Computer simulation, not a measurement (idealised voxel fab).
The name of this process module is voxel transistor to metal.
In the cross-section labelled cut, the width is 215 nm and each square cell is 5 nm.
Just so we're on the same page, the cross-sections are grids of square cells, and they're listed out in bands top to bottom, each band one or more rows deep. It is stipulated that each band's entry specify, in nanometres, the height of the top of the band and then that of its bottom, followed by the materials of the band in left-to-right sequence, each together with its width in nanometres. A single material marked by the word "full width" is understood to fill the band from edge to edge; the word "empty" is understood to denote empty space. Heights are reckoned from 0. Under this level, the received wafer is all of one material. The bottommost band is open-ended downward, for example "top 0, no bottom". A width given as "30 to 40" starts at the first number in the band's top row and ends at the second number in its bottom row, shifting by an equal amount at every step from row to row. Step marked "identical to before"? Then no cell in the cross-section changed in it. This entry, "Unvented internal voids", enumerates those empty regions of no fewer than 8 cells that possess no open connection to the top. Each region is reported in the form width x height at distance, the distance being taken from the left edge, with all three quantities expressed in nm. Whatever follows a step's settings on its line is a remark the simulator itself makes about that step. "overlay nm" on a masked step: distance the mask lay right of its planned place, negative for left.

## Intended process steps
step 1: RECEIVE: material Si
step 2: OXIDIZE: depth nm 5
step 3: CONFORMAL_DEP: material SiN, thk nm 10
step 4: MASKED_ETCH: tone cover, mask id ACTIVE, width nm 125, etch materials SiN, depth nm 10, overlay nm 0
step 5: MASKED_ETCH: tone cover, mask id ACTIVE, width nm 125, etch materials SiO2, depth nm 5, overlay nm 0
step 6: MASKED_ETCH: tone cover, mask id ACTIVE, width nm 125, etch materials Si, depth nm 20, overlay nm 0
step 7: FILL_DEP: material SiO2, thk nm 5
step 8: CMP: height nm 10
step 9: SELECTIVE_ETCH: etch materials SiO2, depth nm 10
step 10: STRIP: etch materials SiN
step 11: SELECTIVE_ETCH: etch materials SiO2, depth nm 5
step 12: OXIDIZE: depth nm 5
step 13: DIRECTIONAL_DEP: material polySi, thk nm 20
step 14: DIRECTIONAL_DEP: material SiCN, thk nm 15
step 15: DIRECTIONAL_DEP: material aC, thk nm 15
step 16: PATTERN: tone cover, mask id GATE, material resist, width nm 35, thk nm 35, overlay nm 0
step 17: DIRECTIONAL_ETCH: etch materials aC, depth nm 15
step 18: STRIP: etch materials resist
step 19: DIRECTIONAL_ETCH: etch materials SiCN, depth nm 25
step 20: DIRECTIONAL_ETCH: etch materials polySi, depth nm 30
step 21: STRIP: etch materials aC
step 22: CONFORMAL_DEP: material SiO2, thk nm 5
step 23: DIRECTIONAL_ETCH: etch materials SiO2, depth nm 5
step 24: CONFORMAL_DEP: material SiN, thk nm 10
step 25: DIRECTIONAL_ETCH: etch materials SiN, depth nm 10
step 26: DIRECTIONAL_ETCH: etch materials SiO2, depth nm 5
step 27: DIRECTIONAL_ETCH: etch materials Si, depth nm 5
step 28: EPI: material pSi, thk nm 5
step 29: FILL_DEP: material SiO2, thk nm 10
step 30: CMP: height nm 15
step 31: STRIP: etch materials polySi
step 32: SELECTIVE_ETCH: etch materials SiO2, depth nm 5
step 33: CONFORMAL_DEP: material HfO2, thk nm 5
step 34: CONFORMAL_DEP: material TiN, thk nm 5
step 35: FILL_DEP: material W, thk nm 10
step 36: CMP: height nm 10
step 37: DIRECTIONAL_DEP: material SiO2, thk nm 10
step 38: PATTERN: tone open, mask id CONTACT, material resist, width nm 20, pitch nm 85, thk nm 15, overlay nm 0
step 39: DIRECTIONAL_ETCH: etch materials SiO2, depth nm 30
step 40: STRIP: etch materials resist
step 41: CONFORMAL_DEP: material TiN, thk nm 5
step 42: FILL_DEP: material Ru, thk nm 5
step 43: CMP: height nm 20
step 44: DIRECTIONAL_DEP: material TiN, thk nm 5
step 45: DIRECTIONAL_DEP: material W, thk nm 15
step 46: DIRECTIONAL_DEP: material aC, thk nm 15
step 47: PATTERN: tone cover, mask id METAL_1, material resist, width nm 20, pitch nm 85, thk nm 35, overlay nm 0
step 48: DIRECTIONAL_ETCH: etch materials aC, depth nm 15
step 49: STRIP: etch materials resist
step 50: DIRECTIONAL_ETCH: etch materials W, depth nm 15
step 51: DIRECTIONAL_ETCH: etch materials TiN, depth nm 5
step 52: STRIP: etch materials aC
step 53: FILL_DEP: material lowk, thk nm 10
step 54: CMP: height nm 40
step 55: CONFORMAL_DEP: material SiCN, thk nm 5

## Wafer as received: cross-section following step 1
    top 0, no bottom | Si full width
    Unvented internal voids: none

## Starting structure and process plan are as shown above, but one mistake was made in running the module; the wafer cross-section at the end of the module follows
    top 45, bottom 40 | SiCN full width
    top 40, bottom 25 | lowk 55 nm, W 20 nm, lowk 65 nm, W 20 nm, lowk 55 nm
    top 25, bottom 20 | lowk 55 nm, TiN 20 nm, lowk 65 nm, TiN 20 nm, lowk 55 nm
    top 20, bottom 10 | SiO2 55 nm, TiN 5 nm, Ru 10 nm, TiN 5 nm, SiO2 65 nm, TiN 5 nm, Ru 10 nm, TiN 5 nm, SiO2 55 nm
    top 10, bottom 0 | SiO2 55 nm, TiN 5 nm, Ru 10 nm, TiN 5 nm, SiN 10 nm, HfO2 5 nm, TiN 5 nm, W 25 nm, TiN 5 nm, HfO2 5 nm, SiN 10 nm, TiN 5 nm, Ru 10 nm, TiN 5 nm, SiO2 55 nm
    top 0, bottom -5 | SiO2 55 nm, TiN 5 nm, Ru 5 nm, TiN 10 nm, SiN 10 nm, HfO2 5 nm, TiN 35 nm, HfO2 5 nm, SiN 10 nm, TiN 10 nm, Ru 5 nm, TiN 5 nm, SiO2 55 nm
    top -5, bottom -10 | SiO2 55 nm, TiN 15 nm, pSi 5 nm, SiO2 10 nm, HfO2 45 nm, SiO2 10 nm, pSi 5 nm, TiN 15 nm, SiO2 55 nm
    top -10, bottom -15 | SiO2 45 nm, pSi 30 nm, Si 65 nm, pSi 30 nm, SiO2 45 nm
    top -15, bottom -45 | SiO2 45 nm, Si 125 nm, SiO2 45 nm
    top -45, no bottom | Si full width
    Unvented internal voids: none
Want to know what went wrong? step 6 of the plan was twice carried out
